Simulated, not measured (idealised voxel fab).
Proc. module: voxel wiring stack
Shown is cross-section cut, with a width of 200 nm and square cells of size 5 nm.
Bands, listed from the top down, are how a cross-section gets written in this document; the cross-section itself is a grid of square cells, and a band is one or more rows of them.
Each band's line starts with the height of the band's top and of its bottom, in nm. Then come its materials from left to right, each with its width in nm. One material with "throughout" fills the band from edge to edge. "blank" is empty space.
Basically, 0 is our baseline, since under it the wafer straight out of the box is all one material. The bottom band has no lower end and keeps on going down, so it looks like "0 and below".
Top row gets the first number, bottom row gets the second, and each row in between changes by the same step: that is how a band width like "30->40" works.
You'll sometimes find "nothing changed" written for a step, and that's the way of saying that nowhere in the cross-section did a cell change during that step.
Empty spaces counting at least 8 cells and having no open way to the top are listed in "Enclosed internal cavities". The notation width x height at distance is used for each, the distance being from the left edge and all three values in nm.
On each step's line, the part that comes after the settings is the simulator's own comment on the step.
overlay nm: how far to the right of its planned place the mask lay on this masked step (negative: to the left).
Everything after this point is organized in pairs: a cross-section before one process step, a cross-section after it that shows only as deep as the lowest changed band, and, under the pair, the intervening step with its settings. Because different runs of this module on the same starting wafer can supply different pairs, a pair continues from the pair above it only if its entry headed "State before" says so.

State before
    120 down to 105  resist 60, then blank 15, then resist 125
    105 down to 90  lowk throughout
    90 down to 85  SiCN throughout
    85 down to 75  SiO2 55, then SiN 5, then Ru 25, then SiN 5, then SiO2 15, then SiN 5, then Ru 25, then SiN 5, then SiO2 60
    75 down to 70  SiO2 45, then SiN 15, then TiN 25, then SiN 5, then SiO2 5, then SiN 15, then TiN 25, then SiN 5, then SiO2 60
    70 down to 65  SiO2 45, then SiN 5, then Ru 35, then SiN 5, then SiO2 5, then SiN 5, then Ru 35, then SiN 5, then SiO2 60
    65 down to 60  SiN 50, then Ru 35, then SiN 15, then Ru 35, then SiN 65
    60 down to 40  SiO2 60, then Ru 15, then SiO2 35, then Ru 15, then SiO2 75
    40 down to 35  SiCN 60, then Ru 15, then SiCN 35, then Ru 15, then SiCN 75
    35 down to 20  SiO2 55, then SiCN 5, then Ru 25, then SiCN 5, then SiO2 15, then SiCN 5, then Ru 25, then SiCN 5, then SiO2 60
    20 down to 15  SiCN 60, then TiN 25, then SiCN 25, then TiN 25, then SiCN 65
    15 down to 0  SiO2 throughout
    0 and below  Si throughout
    Enclosed internal cavities: none

Result of Step
    120 down to 105  resist 60, then blank 15, then resist 125
    105 down to 90  lowk 60, then blank 15, then lowk 125
    Below 90, the layers are the same as they were.
    Enclosed internal cavities: none
The structure shown above changes from one cross-section to the other through op DIRECTIONAL_ETCH | etch materials lowk | depth nm 15

State before: This step starts from the configuration shown after the step in the pair immediately above.

Result of Step
    120 down to 105  resist 60, then blank 15, then resist 125
    105 down to 90  lowk 60, then blank 15, then lowk 125
    90 down to 85  SiCN 60, then blank 15, then SiCN 125
    Below 85, the layers are the same as they were.
    Enclosed internal cavities: none
The structure shown above changes from one cross-section to the other through op DIRECTIONAL_ETCH | etch materials SiCN | depth nm 5

State before: This step starts from the configuration shown after the step in the pair immediately above.

Result of Step
    105 down to 90  lowk 60, then blank 15, then lowk 125
    Below 90, the layers are the same as they were.
    Enclosed internal cavities: none
The structure shown above changes from one cross-section to the other through op STRIP | etch materials resist

State before: This step starts from the configuration shown after the step in the pair immediately above.

Result of Step
    110 down to 105  TiN 65, then blank 5, then TiN 130
    105 down to 90  lowk 60, then TiN 5, then blank 5, then TiN 5, then lowk 125
    90 down to 85  SiCN 60, then TiN 15, then SiCN 125
    Below 85, the layers are the same as they were.
    Enclosed internal cavities: none
The structure shown above changes from one cross-section to the other through op CONFORMAL_DEP | material TiN | thk nm 5

State before: This step starts from the configuration shown after the step in the pair immediately above.

Result of Step
    120 down to 110  Cu throughout
    110 down to 105  TiN 65, then Cu 5, then TiN 130
    105 down to 90  lowk 60, then TiN 5, then Cu 5, then TiN 5, then lowk 125
    Below 90, the layers are the same as they were.
    Enclosed internal cavities: none
The structure shown above changes from one cross-section to the other through op FILL_DEP | material Cu | thk nm 10

State before: This step starts from the configuration shown after the step in the pair immediately above.

Result of Step
    105 down to 90  lowk 60, then TiN 5, then Cu 5, then TiN 5, then lowk 125
    Below 90, the layers are the same as they were.
    Enclosed internal cavities: none
The structure shown above changes from one cross-section to the other through op CMP | height nm 105

State before: This step starts from the configuration shown after the step in the pair immediately above.

Result of Step
    110 down to 105  TiN throughout
    Below 105, the layers are the same as they were.
    Enclosed internal cavities: none
The structure shown above changes from one cross-section to the other through op DIRECTIONAL_DEP | material TiN | thk nm 5

State before: This step starts from the configuration shown after the step in the pair immediately above.

Result of Step
    125 down to 110  Ru throughout
    Below 110, the layers are the same as they were.
    Enclosed internal cavities: none
The structure shown above changes from one cross-section to the other through op DIRECTIONAL_DEP | material Ru | thk nm 15

State before: This step starts from the configuration shown after the step in the pair immediately above.

Result of Step
    125 down to 110  blank 60, then Ru 25, then blank 25, then Ru 25, then blank 65
    Below 110, the layers are the same as they were.
    Enclosed internal cavities: none
The structure shown above changes from one cross-section to the other through op MASKED_ETCH | tone cover | mask id METAL_3 | width nm 25 | pitch nm 50 | etch materials Ru | depth nm 15 | overlay nm 0

State before: This step starts from the configuration shown after the step in the pair immediately above.

Result of Step
    125 down to 110  blank 60, then Ru 25, then blank 25, then Ru 25, then blank 65
    110 down to 105  blank 60, then TiN 25, then blank 25, then TiN 25, then blank 65
    Below 105, the layers are the same as they were.
    Enclosed internal cavities: none
The structure shown above changes from one cross-section to the other through op MASKED_ETCH | tone cover | mask id METAL_3 | width nm 25 | pitch nm 50 | etch materials TiN | depth nm 5 | overlay nm 0

State before: This step starts from the configuration shown after the step in the pair immediately above.

Result of Step
    130 down to 125  blank 55, then SiCN 35, then blank 15, then SiCN 35, then blank 60
    125 down to 110  blank 55, then SiCN 5, then Ru 25, then SiCN 5, then blank 15, then SiCN 5, then Ru 25, then SiCN 5, then blank 60
    110 down to 105  SiCN 60, then TiN 25, then SiCN 25, then TiN 25, then SiCN 65
    Below 105, the layers are the same as they were.
    Enclosed internal cavities: none
The structure shown above changes from one cross-section to the other through op CONFORMAL_DEP | material SiCN | thk nm 5

State before: This step starts from the configuration shown after the step in the pair immediately above.

Result of Step
    140 down to 130  lowk throughout
    130 down to 125  lowk 55, then SiCN 35, then lowk 15, then SiCN 35, then lowk 60
    125 down to 110  lowk 55, then SiCN 5, then Ru 25, then SiCN 5, then lowk 15, then SiCN 5, then Ru 25, then SiCN 5, then lowk 60
    Below 110, the layers are the same as they were.
    Enclosed internal cavities: none
The structure shown above changes from one cross-section to the other through op FILL_DEP | material lowk | thk nm 10

State before: This step starts from the configuration shown after the step in the pair immediately above.

Result of Step
    125 down to 110  lowk 55, then SiCN 5, then Ru 25, then SiCN 5, then lowk 15, then SiCN 5, then Ru 25, then SiCN 5, then lowk 60
    Below 110, the layers are the same as they were.
    Enclosed internal cavities: none
The structure shown above changes from one cross-section to the other through op CMP | height nm 125

State before: This step starts from the configuration shown after the step in the pair immediately above.

Result of Step
    130 down to 125  SiCN throughout
    Below 125, the layers are the same as they were.
    Enclosed internal cavities: none
The structure shown above changes from one cross-section to the other through op CONFORMAL_DEP | material SiCN | thk nm 5

State before
    35 down to 20  SiO2 55, then SiCN 5, then Ru 25, then SiCN 5, then SiO2 15, then SiCN 5, then Ru 25, then SiCN 5, then SiO2 60
    20 down to 15  SiCN 60, then TiN 25, then SiCN 25, then TiN 25, then SiCN 65
    15 down to 0  SiO2 throughout
    0 and below  Si throughout
    Enclosed internal cavities: none

Result of Step
    55 down to 35  SiO2 throughout
    Below 35, the layers are the same as they were.
    Enclosed internal cavities: none
The structure shown above changes from one cross-section to the other through op DIRECTIONAL_DEP | material SiO2 | thk nm 20

State before: This step starts from the configuration shown after the step in the pair immediately above.

Result of Step
    60 down to 55  SiCN throughout
    Below 55, the layers are the same as they were.
    Enclosed internal cavities: none
The structure shown above changes from one cross-section to the other through op CONFORMAL_DEP | material SiCN | thk nm 5

State before: This step starts from the configuration shown after the step in the pair immediately above.

Result of Step
    70 down to 60  aC throughout
    Below 60, the layers are the same as they were.
    Enclosed internal cavities: none
The structure shown above changes from one cross-section to the other through op DIRECTIONAL_DEP | material aC | thk nm 10

State before: This step starts from the configuration shown after the step in the pair immediately above.

Result of Step
    95 down to 70  resist 60, then blank 15, then resist 35, then blank 15, then resist 75
    Below 70, the layers are the same as they were.
    Enclosed internal cavities: none
The structure shown above changes from one cross-section to the other through op PATTERN | tone open | mask id PLUG_1 | material resist | width nm 15 | pitch nm 50 | thk nm 25 | overlay nm 0

State before: This step starts from the configuration shown after the step in the pair immediately above.

Result of Step
    85 down to 70  resist 60, then blank 15, then resist 35, then blank 15, then resist 75
    70 down to 60  aC 60, then blank 15, then aC 35, then blank 15, then aC 75
    Below 60, the layers are the same as they were.
    Enclosed internal cavities: none
The structure shown above changes from one cross-section to the other through op DIRECTIONAL_ETCH | etch materials aC | depth nm 10

State before: This step starts from the configuration shown after the step in the pair immediately above.

Result of Step
    70 down to 60  aC 60, then blank 15, then aC 35, then blank 15, then aC 75
    Below 60, the layers are the same as they were.
    Enclosed internal cavities: none
The structure shown above changes from one cross-section to the other through op STRIP | etch materials resist

State before: This step starts from the configuration shown after the step in the pair immediately above.

Result of Step
    70 down to 60  aC 60, then blank 15, then aC 35, then blank 15, then aC 75
    60 down to 55  SiCN 60, then blank 15, then SiCN 35, then blank 15, then SiCN 75
    Below 55, the layers are the same as they were.
    Enclosed internal cavities: none
The structure shown above changes from one cross-section to the other through op DIRECTIONAL_ETCH | etch materials SiCN | depth nm 5

State before: This step starts from the configuration shown after the step in the pair immediately above.

Result of Step
    60 down to 55  SiCN 60, then blank 15, then SiCN 35, then blank 15, then SiCN 75
    Below 55, the layers are the same as they were.
    Enclosed internal cavities: none
The structure shown above changes from one cross-section to the other through op STRIP | etch materials aC

State before: This step starts from the configuration shown after the step in the pair immediately above.

Result of Step
    65 down to 60  TiN 60, then blank 15, then TiN 35, then blank 15, then TiN 75
    60 down to 55  SiCN 60, then TiN 15, then SiCN 35, then TiN 15, then SiCN 75
    Below 55, the layers are the same as they were.
    Enclosed internal cavities: none
The structure shown above changes from one cross-section to the other through op DIRECTIONAL_DEP | material TiN | thk nm 5

State before: This step starts from the configuration shown after the step in the pair immediately above.

Result of Step
    85 down to 80  Ru 60, then blank 15, then Ru 35, then blank 15, then Ru 75
    80 down to 65  Ru throughout
    65 down to 60  TiN 60, then Ru 15, then TiN 35, then Ru 15, then TiN 75
    Below 60, the layers are the same as they were.
    Enclosed internal cavities: none
The structure shown above changes from one cross-section to the other through op DIRECTIONAL_DEP | material Ru | thk nm 20

State before: This step starts from the configuration shown after the step in the pair immediately above.

Result of Step
    85 down to 80  blank 75, then Ru 10, then blank 40, then Ru 10, then blank 65
    80 down to 65  blank 60, then Ru 25, then blank 25, then Ru 25, then blank 65
    Below 65, the layers are the same as they were.
    Enclosed internal cavities: none
The structure shown above changes from one cross-section to the other through op MASKED_ETCH | tone cover | mask id METAL_2 | width nm 25 | pitch nm 50 | etch materials Ru | depth nm 20 | overlay nm 0

State before: This step starts from the configuration shown after the step in the pair immediately above.

Result of Step
    85 down to 80  blank 75, then Ru 10, then blank 40, then Ru 10, then blank 65
    80 down to 65  blank 60, then Ru 25, then blank 25, then Ru 25, then blank 65
    65 down to 60  blank 60, then Ru 15, then TiN 10, then blank 25, then Ru 15, then TiN 10, then blank 65
    Below 60, the layers are the same as they were.
    Enclosed internal cavities: none
The structure shown above changes from one cross-section to the other through op MASKED_ETCH | tone cover | mask id METAL_2 | width nm 25 | pitch nm 50 | etch materials TiN | depth nm 5 | overlay nm 0

State before: This step starts from the configuration shown after the step in the pair immediately above.

Result of Step
    90 down to 85  blank 70, then SiN 20, then blank 30, then SiN 20, then blank 60
    85 down to 80  blank 55, then SiN 20, then Ru 10, then SiN 5, then blank 15, then SiN 20, then Ru 10, then SiN 5, then blank 60
    80 down to 65  blank 55, then SiN 5, then Ru 25, then SiN 5, then blank 15, then SiN 5, then Ru 25, then SiN 5, then blank 60
    65 down to 60  SiN 60, then Ru 15, then TiN 10, then SiN 25, then Ru 15, then TiN 10, then SiN 65
    Below 60, the layers are the same as they were.
    Enclosed internal cavities: none
The structure shown above changes from one cross-section to the other through op CONFORMAL_DEP | material SiN | thk nm 5

State before: This step starts from the configuration shown after the step in the pair immediately above.

Result of Step
    100 down to 90  SiO2 throughout
    90 down to 85  SiO2 70, then SiN 20, then SiO2 30, then SiN 20, then SiO2 60
    85 down to 80  SiO2 55, then SiN 20, then Ru 10, then SiN 5, then SiO2 15, then SiN 20, then Ru 10, then SiN 5, then SiO2 60
    80 down to 65  SiO2 55, then SiN 5, then Ru 25, then SiN 5, then SiO2 15, then SiN 5, then Ru 25, then SiN 5, then SiO2 60
    Below 65, the layers are the same as they were.
    Enclosed internal cavities: none
The structure shown above changes from one cross-section to the other through op FILL_DEP | material SiO2 | thk nm 10

State before: This step starts from the configuration shown after the step in the pair immediately above.

Result of Step
    85 down to 80  SiO2 55, then SiN 20, then Ru 10, then SiN 5, then SiO2 15, then SiN 20, then Ru 10, then SiN 5, then SiO2 60
    Below 80, the layers are the same as they were.
    Enclosed internal cavities: none
The structure shown above changes from one cross-section to the other through op CMP | height nm 85

State before: This step starts from the configuration shown after the step in the pair immediately above.

Result of Step
    90 down to 85  SiCN throughout
    Below 85, the layers are the same as they were.
    Enclosed internal cavities: none
The structure shown above changes from one cross-section to the other through op CONFORMAL_DEP | material SiCN | thk nm 5

State before: This step starts from the configuration shown after the step in the pair immediately above.

Result of Step
    105 down to 90  lowk throughout
    Below 90, the layers are the same as they were.
    Enclosed internal cavities: none
The structure shown above changes from one cross-section to the other through op DIRECTIONAL_DEP | material lowk | thk nm 15

State before: This step starts from the configuration shown after the step in the pair immediately above.

Result of Step
    120 down to 105  resist 60, then blank 15, then resist 125
    Below 105, the layers are the same as they were.
    Enclosed internal cavities: none
The structure shown above changes from one cross-section to the other through op PATTERN | tone open | mask id PLUG_2 | material resist | width nm 15 | thk nm 15 | overlay nm 0

State before: This step starts from the configuration shown after the step in the pair immediately above.

Result of Step
    120 down to 105  resist 60, then blank 15, then resist 125
    105 down to 90  lowk 60, then blank 15, then lowk 125
    Below 90, the layers are the same as they were.
    Enclosed internal cavities: none
The structure shown above changes from one cross-section to the other through op DIRECTIONAL_ETCH | etch materials lowk | depth nm 15

State before: This step starts from the configuration shown after the step in the pair immediately above.

Result of Step
    120 down to 105  resist 60, then blank 15, then resist 125
    105 down to 90  lowk 60, then blank 15, then lowk 125
    90 down to 85  SiCN 60, then blank 15, then SiCN 125
    Below 85, the layers are the same as they were.
    Enclosed internal cavities: none
The structure shown above changes from one cross-section to the other through op DIRECTIONAL_ETCH | etch materials SiCN | depth nm 5

State before: This step starts from the configuration shown after the step in the pair immediately above.

Result of Step
    105 down to 90  lowk 60, then blank 15, then lowk 125
    Below 90, the layers are the same as they were.
    Enclosed internal cavities: none
The structure shown above changes from one cross-section to the other through op STRIP | etch materials resist

State before: This step starts from the configuration shown after the step in the pair immediately above.

Result of Step
    110 down to 105  TiN 65, then blank 5, then TiN 130
    105 down to 90  lowk 60, then TiN 5, then blank 5, then TiN 5, then lowk 125
    90 down to 85  SiCN 60, then TiN 15, then SiCN 125
    Below 85, the layers are the same as they were.
    Enclosed internal cavities: none
The structure shown above changes from one cross-section to the other through op CONFORMAL_DEP | material TiN | thk nm 5

State before: This step starts from the configuration shown after the step in the pair immediately above.

Result of Step
    120 down to 110  Cu throughout
    110 down to 105  TiN 65, then Cu 5, then TiN 130
    105 down to 90  lowk 60, then TiN 5, then Cu 5, then TiN 5, then lowk 125
    Below 90, the layers are the same as they were.
    Enclosed internal cavities: none
The structure shown above changes from one cross-section to the other through op FILL_DEP | material Cu | thk nm 10

State before: This step starts from the configuration shown after the step in the pair immediately above.

Result of Step
    105 down to 90  lowk 60, then TiN 5, then Cu 5, then TiN 5, then lowk 125
    Below 90, the layers are the same as they were.
    Enclosed internal cavities: none
The structure shown above changes from one cross-section to the other through op CMP | height nm 105

State before: This step starts from the configuration shown after the step in the pair immediately above.

Result of Step
    110 down to 105  TiN throughout
    Below 105, the layers are the same as they were.
    Enclosed internal cavities: none
The structure shown above changes from one cross-section to the other through op DIRECTIONAL_DEP | material TiN | thk nm 5

State before: This step starts from the configuration shown after the step in the pair immediately above.

Result of Step
    125 down to 110  Ru throughout
    Below 110, the layers are the same as they were.
    Enclosed internal cavities: none
The structure shown above changes from one cross-section to the other through op DIRECTIONAL_DEP | material Ru | thk nm 15

State before: This step starts from the configuration shown after the step in the pair immediately above.

Result of Step
    125 down to 110  blank 60, then Ru 25, then blank 25, then Ru 25, then blank 65
    Below 110, the layers are the same as they were.
    Enclosed internal cavities: none
The structure shown above changes from one cross-section to the other through op MASKED_ETCH | tone cover | mask id METAL_3 | width nm 25 | pitch nm 50 | etch materials Ru | depth nm 15 | overlay nm 0

State before: This step starts from the configuration shown after the step in the pair immediately above.

Result of Step
    125 down to 110  blank 60, then Ru 25, then blank 25, then Ru 25, then blank 65
    110 down to 105  blank 60, then TiN 25, then blank 25, then TiN 25, then blank 65
    Below 105, the layers are the same as they were.
    Enclosed internal cavities: none
The structure shown above changes from one cross-section to the other through op MASKED_ETCH | tone cover | mask id METAL_3 | width nm 25 | pitch nm 50 | etch materials TiN | depth nm 5 | overlay nm 0

State before: This step starts from the configuration shown after the step in the pair immediately above.

Result of Step
    130 down to 125  blank 55, then SiCN 35, then blank 15, then SiCN 35, then blank 60
    125 down to 110  blank 55, then SiCN 5, then Ru 25, then SiCN 5, then blank 15, then SiCN 5, then Ru 25, then SiCN 5, then blank 60
    110 down to 105  SiCN 60, then TiN 25, then SiCN 25, then TiN 25, then SiCN 65
    Below 105, the layers are the same as they were.
    Enclosed internal cavities: none
The structure shown above changes from one cross-section to the other through op CONFORMAL_DEP | material SiCN | thk nm 5

State before: This step starts from the configuration shown after the step in the pair immediately above.

Result of Step
    140 down to 130  lowk throughout
    130 down to 125  lowk 55, then SiCN 35, then lowk 15, then SiCN 35, then lowk 60
    125 down to 110  lowk 55, then SiCN 5, then Ru 25, then SiCN 5, then lowk 15, then SiCN 5, then Ru 25, then SiCN 5, then lowk 60
    Below 110, the layers are the same as they were.
    Enclosed internal cavities: none
The structure shown above changes from one cross-section to the other through op FILL_DEP | material lowk | thk nm 10

State before: This step starts from the configuration shown after the step in the pair immediately above.

Result of Step
    125 down to 110  lowk 55, then SiCN 5, then Ru 25, then SiCN 5, then lowk 15, then SiCN 5, then Ru 25, then SiCN 5, then lowk 60
    Below 110, the layers are the same as they were.
    Enclosed internal cavities: none
The structure shown above changes from one cross-section to the other through op CMP | height nm 125

State before: This step starts from the configuration shown after the step in the pair immediately above.

Result of Step
    130 down to 125  SiCN throughout
    Below 125, the layers are the same as they were.
    Enclosed internal cavities: none
The structure shown above changes from one cross-section to the other through op CONFORMAL_DEP | material SiCN | thk nm 5

State before
    45 down to 40  SiO2 throughout
    40 down to 35  SiO2 55, then SiCN 35, then SiO2 15, then SiCN 35, then SiO2 60
    35 down to 20  SiO2 55, then SiCN 5, then Ru 25, then SiCN 5, then SiO2 15, then SiCN 5, then Ru 25, then SiCN 5, then SiO2 60
    20 down to 15  SiCN 60, then TiN 25, then SiCN 25, then TiN 25, then SiCN 65
    15 down to 0  SiO2 throughout
    0 and below  Si throughout
    Enclosed internal cavities: none

Result of Step
    30 down to 20  SiO2 55, then SiCN 5, then Ru 25, then SiCN 5, then SiO2 15, then SiCN 5, then Ru 25, then SiCN 5, then SiO2 60
    Below 20, the layers are the same as they were.
    Enclosed internal cavities: none
The structure shown above changes from one cross-section to the other through op CMP | height nm 30

State before: This step starts from the configuration shown after the step in the pair immediately above.

Result of Step
    35 down to 30  SiCN throughout
    Below 30, the layers are the same as they were.
    Enclosed internal cavities: none
The structure shown above changes from one cross-section to the other through op CONFORMAL_DEP | material SiCN | thk nm 5

State before: This step starts from the configuration shown after the step in the pair immediately above.

Result of Step
    55 down to 35  SiO2 throughout
    Below 35, the layers are the same as they were.
    Enclosed internal cavities: none
The structure shown above changes from one cross-section to the other through op DIRECTIONAL_DEP | material SiO2 | thk nm 20

State before: This step starts from the configuration shown after the step in the pair immediately above.

Result of Step
    65 down to 55  aC throughout
    Below 55, the layers are the same as they were.
    Enclosed internal cavities: none
The structure shown above changes from one cross-section to the other through op DIRECTIONAL_DEP | material aC | thk nm 10

State before: This step starts from the configuration shown after the step in the pair immediately above.

Result of Step
    90 down to 65  resist 60, then blank 15, then resist 35, then blank 15, then resist 75
    Below 65, the layers are the same as they were.
    Enclosed internal cavities: none
The structure shown above changes from one cross-section to the other through op PATTERN | tone open | mask id PLUG_1 | material resist | width nm 15 | pitch nm 50 | thk nm 25 | overlay nm 0

State before: This step starts from the configuration shown after the step in the pair immediately above.

Result of Step
    80 down to 65  resist 60, then blank 15, then resist 35, then blank 15, then resist 75
    65 down to 55  aC 60, then blank 15, then aC 35, then blank 15, then aC 75
    Below 55, the layers are the same as they were.
    Enclosed internal cavities: none
The structure shown above changes from one cross-section to the other through op DIRECTIONAL_ETCH | etch materials aC | depth nm 10

State before: This step starts from the configuration shown after the step in the pair immediately above.

Result of Step
    65 down to 55  aC 60, then blank 15, then aC 35, then blank 15, then aC 75
    Below 55, the layers are the same as they were.
    Enclosed internal cavities: none
The structure shown above changes from one cross-section to the other through op STRIP | etch materials resist

State before: This step starts from the configuration shown after the step in the pair immediately above.

Result of Step
    65 down to 55  aC 60, then blank 15, then aC 35, then blank 15, then aC 75
    55 down to 35  SiO2 60, then blank 15, then SiO2 35, then blank 15, then SiO2 75
    Below 35, the layers are the same as they were.
    Enclosed internal cavities: none
The structure shown above changes from one cross-section to the other through op DIRECTIONAL_ETCH | etch materials SiO2 | depth nm 20

State before: This step starts from the configuration shown after the step in the pair immediately above.

Result of Step
    65 down to 55  aC 60, then blank 15, then aC 35, then blank 15, then aC 75
    55 down to 35  SiO2 60, then blank 15, then SiO2 35, then blank 15, then SiO2 75
    35 down to 30  SiCN 60, then blank 15, then SiCN 35, then blank 15, then SiCN 75
    Below 30, the layers are the same as they were.
    Enclosed internal cavities: none
The structure shown above changes from one cross-section to the other through op DIRECTIONAL_ETCH | etch materials SiCN | depth nm 5

State before: This step starts from the configuration shown after the step in the pair immediately above.

Result of Step
    55 down to 35  SiO2 60, then blank 15, then SiO2 35, then blank 15, then SiO2 75
    Below 35, the layers are the same as they were.
    Enclosed internal cavities: none
The structure shown above changes from one cross-section to the other through op STRIP | etch materials aC

State before: This step starts from the configuration shown after the step in the pair immediately above.

Result of Step
    55 down to 40  SiO2 60, then blank 15, then SiO2 35, then blank 15, then SiO2 75
    40 down to 35  SiO2 60, then Ru 15, then SiO2 35, then Ru 15, then SiO2 75
    35 down to 30  SiCN 60, then Ru 15, then SiCN 35, then Ru 15, then SiCN 75
    Below 30, the layers are the same as they were.
    Enclosed internal cavities: none
The structure shown above changes from one cross-section to the other through op EPI | material Ru | thk nm 10

State before: This step starts from the configuration shown after the step in the pair immediately above.

Result of Step
    55 down to 50  SiO2 60, then blank 15, then SiO2 35, then blank 15, then SiO2 75
    50 down to 35  SiO2 60, then Ru 15, then SiO2 35, then Ru 15, then SiO2 75
    Below 35, the layers are the same as they were.
    Enclosed internal cavities: none
The structure shown above changes from one cross-section to the other through op EPI | material Ru | thk nm 10

State before: This step starts from the configuration shown after the step in the pair immediately above.

Result of Step
    55 down to 35  SiO2 60, then Ru 15, then SiO2 35, then Ru 15, then SiO2 75
    Below 35, the layers are the same as they were.
    Enclosed internal cavities: none
The structure shown above changes from one cross-section to the other through op EPI | material Ru | thk nm 5

State before: This step starts from the configuration shown after the step in the pair immediately above.

Result of Step
    60 down to 55  TiN throughout
    Below 55, the layers are the same as they were.
    Enclosed internal cavities: none
The structure shown above changes from one cross-section to the other through op DIRECTIONAL_DEP | material TiN | thk nm 5

State before: This step starts from the configuration shown after the step in the pair immediately above.

Result of Step
    80 down to 60  Ru throughout
    Below 60, the layers are the same as they were.
    Enclosed internal cavities: none
The structure shown above changes from one cross-section to the other through op DIRECTIONAL_DEP | material Ru | thk nm 20

State before: This step starts from the configuration shown after the step in the pair immediately above.

Result of Step
    80 down to 60  blank 60, then Ru 25, then blank 25, then Ru 25, then blank 65
    Below 60, the layers are the same as they were.
    Enclosed internal cavities: none
The structure shown above changes from one cross-section to the other through op MASKED_ETCH | tone cover | mask id METAL_2 | width nm 25 | pitch nm 50 | etch materials Ru | depth nm 20 | overlay nm 0

State before: This step starts from the configuration shown after the step in the pair immediately above.

Result of Step
    80 down to 60  blank 60, then Ru 25, then blank 25, then Ru 25, then blank 65
    60 down to 55  blank 60, then TiN 25, then blank 25, then TiN 25, then blank 65
    Below 55, the layers are the same as they were.
    Enclosed internal cavities: none
The structure shown above changes from one cross-section to the other through op MASKED_ETCH | tone cover | mask id METAL_2 | width nm 25 | pitch nm 50 | etch materials TiN | depth nm 5 | overlay nm 0

State before: This step starts from the configuration shown after the step in the pair immediately above.

Result of Step
    85 down to 80  blank 55, then SiN 35, then blank 15, then SiN 35, then blank 60
    80 down to 60  blank 55, then SiN 5, then Ru 25, then SiN 5, then blank 15, then SiN 5, then Ru 25, then SiN 5, then blank 60
    60 down to 55  SiN 60, then TiN 25, then SiN 25, then TiN 25, then SiN 65
    Below 55, the layers are the same as they were.
    Enclosed internal cavities: none
The structure shown above changes from one cross-section to the other through op CONFORMAL_DEP | material SiN | thk nm 5

State before: This step starts from the configuration shown after the step in the pair immediately above.

Result of Step
    95 down to 85  SiO2 throughout
    85 down to 80  SiO2 55, then SiN 35, then SiO2 15, then SiN 35, then SiO2 60
    80 down to 60  SiO2 55, then SiN 5, then Ru 25, then SiN 5, then SiO2 15, then SiN 5, then Ru 25, then SiN 5, then SiO2 60
    Below 60, the layers are the same as they were.
    Enclosed internal cavities: none
The structure shown above changes from one cross-section to the other through op FILL_DEP | material SiO2 | thk nm 10

State before: This step starts from the configuration shown after the step in the pair immediately above.

Result of Step
    85 down to 80  SiO2 55, then SiN 35, then SiO2 15, then SiN 35, then SiO2 60
    Below 80, the layers are the same as they were.
    Enclosed internal cavities: none
The structure shown above changes from one cross-section to the other through op CMP | height nm 85

State before: This step starts from the configuration shown after the step in the pair immediately above.

Result of Step
    90 down to 85  SiCN throughout
    Below 85, the layers are the same as they were.
    Enclosed internal cavities: none
The structure shown above changes from one cross-section to the other through op CONFORMAL_DEP | material SiCN | thk nm 5

State before: This step starts from the configuration shown after the step in the pair immediately above.

Result of Step
    105 down to 90  lowk throughout
    Below 90, the layers are the same as they were.
    Enclosed internal cavities: none
The structure shown above changes from one cross-section to the other through op DIRECTIONAL_DEP | material lowk | thk nm 15

State before: This step starts from the configuration shown after the step in the pair immediately above.

Result of Step
    120 down to 105  resist 60, then blank 15, then resist 125
    Below 105, the layers are the same as they were.
    Enclosed internal cavities: none
The structure shown above changes from one cross-section to the other through op PATTERN | tone open | mask id PLUG_2 | material resist | width nm 15 | thk nm 15 | overlay nm 0

State before: This step starts from the configuration shown after the step in the pair immediately above.

Result of Step
    120 down to 105  resist 60, then blank 15, then resist 125
    105 down to 90  lowk 60, then blank 15, then lowk 125
    Below 90, the layers are the same as they were.
    Enclosed internal cavities: none
The structure shown above changes from one cross-section to the other through op DIRECTIONAL_ETCH | etch materials lowk | depth nm 15

State before: This step starts from the configuration shown after the step in the pair immediately above.

Result of Step
    120 down to 105  resist 60, then blank 15, then resist 125
    105 down to 90  lowk 60, then blank 15, then lowk 125
    90 down to 85  SiCN 60, then blank 15, then SiCN 125
    Below 85, the layers are the same as they were.
    Enclosed internal cavities: none
The structure shown above changes from one cross-section to the other through op DIRECTIONAL_ETCH | etch materials SiCN | depth nm 5

State before: This step starts from the configuration shown after the step in the pair immediately above.

Result of Step
    105 down to 90  lowk 60, then blank 15, then lowk 125
    Below 90, the layers are the same as they were.
    Enclosed internal cavities: none
The structure shown above changes from one cross-section to the other through op STRIP | etch materials resist

State before: This step starts from the configuration shown after the step in the pair immediately above.

Result of Step
    110 down to 105  TiN 65, then blank 5, then TiN 130
    105 down to 90  lowk 60, then TiN 5, then blank 5, then TiN 5, then lowk 125
    90 down to 85  SiCN 60, then TiN 15, then SiCN 125
    Below 85, the layers are the same as they were.
    Enclosed internal cavities: none
The structure shown above changes from one cross-section to the other through op CONFORMAL_DEP | material TiN | thk nm 5

State before: This step starts from the configuration shown after the step in the pair immediately above.

Result of Step
    120 down to 110  Cu throughout
    110 down to 105  TiN 65, then Cu 5, then TiN 130
    105 down to 90  lowk 60, then TiN 5, then Cu 5, then TiN 5, then lowk 125
    Below 90, the layers are the same as they were.
    Enclosed internal cavities: none
The structure shown above changes from one cross-section to the other through op FILL_DEP | material Cu | thk nm 10

State before: This step starts from the configuration shown after the step in the pair immediately above.

Result of Step
    105 down to 90  lowk 60, then TiN 5, then Cu 5, then TiN 5, then lowk 125
    Below 90, the layers are the same as they were.
    Enclosed internal cavities: none
The structure shown above changes from one cross-section to the other through op CMP | height nm 105

State before: This step starts from the configuration shown after the step in the pair immediately above.

Result of Step
    110 down to 105  TiN throughout
    Below 105, the layers are the same as they were.
    Enclosed internal cavities: none
The structure shown above changes from one cross-section to the other through op DIRECTIONAL_DEP | material TiN | thk nm 5

State before: This step starts from the configuration shown after the step in the pair immediately above.

Result of Step
    125 down to 110  Ru throughout
    Below 110, the layers are the same as they were.
    Enclosed internal cavities: none
The structure shown above changes from one cross-section to the other through op DIRECTIONAL_DEP | material Ru | thk nm 15

State before: This step starts from the configuration shown after the step in the pair immediately above.

Result of Step
    125 down to 110  blank 60, then Ru 25, then blank 25, then Ru 25, then blank 65
    Below 110, the layers are the same as they were.
    Enclosed internal cavities: none
The structure shown above changes from one cross-section to the other through op MASKED_ETCH | tone cover | mask id METAL_3 | width nm 25 | pitch nm 50 | etch materials Ru | depth nm 15 | overlay nm 0
